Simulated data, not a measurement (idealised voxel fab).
This is a process module. Its name is voxel air gaps.
Square cell edge 5 nm, section width 290 nm, ID cut.
Cross-sections here: square-cell grids, written as top-down lists of bands, a band being one or more rows of cells. Heights first: top, then bottom, in nm. Then materials, left to right, each with a width in nm. "all across" on a single material: fills the band edge to edge. "air": empty space. Height 0 is the level under which the wafer as received is all one material. The lowest band goes on downwards, as in "0 and below". The width entry "30->40" should be interpreted row by row: the top row of cells in the band takes the first number, the bottom row takes the second number, and the change between adjacent rows is uniform throughout. Step note "nothing got changed" = no cross-section cell changed. In "Closed void inventory" the enclosed voids are listed, meaning empty spaces of 8 cells or larger without any opening to the top. The form is width x height at distance, distance from the left edge, units nm. On each step's line, the part that comes after the settings is the simulator's own comment on the step. overlay nm: how far to the right of its planned place the mask lay on this masked step (negative: to the left).
List of planned process steps
1 RECEIVE (material Si)
2 CONFORMAL_DEP (material SiO2; thk nm 15)
3 CONFORMAL_DEP (material SiN; thk nm 5)
4 DIRECTIONAL_DEP (material SiO2; thk nm 40)
5 PATTERN (tone open; mask id LINES; material resist; width nm 25; pitch nm 50; thk nm 15; overlay nm 0)
6 DIRECTIONAL_ETCH (etch materials SiO2; depth nm 40)
7 STRIP (etch materials resist)
8 CONFORMAL_DEP (material TiN; thk nm 5)
9 FILL_DEP (material Ru; thk nm 5)
10 CMP (height nm 60)
11 EPI (material Ru; thk nm 10)
12 SELECTIVE_ETCH (etch materials SiO2; depth nm 50)
13 CONFORMAL_DEP (material SiCN; thk nm 5)
Incoming wafer in cross-section (state: after step 1)
0 and below  Si all across
Closed void inventory: none
Starting wafer: above. Plan: above. Run: one mistake. Cross-section after the module: below
75 down to 70  SiCN all across
70 down to 60  90 nm Ru  5 nm SiCN  45 nm Ru  5 nm SiCN  45 nm Ru  5 nm SiCN  95 nm Ru
60 down to 55  75 nm Ru  5 nm TiN  25 nm SiCN  5 nm TiN  15 nm Ru  5 nm TiN  25 nm SiCN  5 nm TiN  15 nm Ru  5 nm TiN  25 nm SiCN  5 nm TiN  80 nm Ru
55 down to 25  75 nm Ru  5 nm TiN  5 nm SiCN  15 nm air  5 nm SiCN  5 nm TiN  15 nm Ru  5 nm TiN  5 nm SiCN  15 nm air  5 nm SiCN  5 nm TiN  15 nm Ru  5 nm TiN  5 nm SiCN  15 nm air  5 nm SiCN  5 nm TiN  80 nm Ru
25 down to 20  80 nm TiN  25 nm SiCN  25 nm TiN  25 nm SiCN  25 nm TiN  25 nm SiCN  85 nm TiN
20 down to 15  SiN all across
15 down to 0  SiO2 all across
0 and below  Si all across
Closed void inventory: 15 x 30 at 85; 15 x 30 at 135; 15 x 30 at 185
what went wrong: planned and actual differ for step 5; actual: PATTERN (tone cover; mask id LINES; material resist; width nm 25; pitch nm 50; thk nm 15; overlay nm 0)
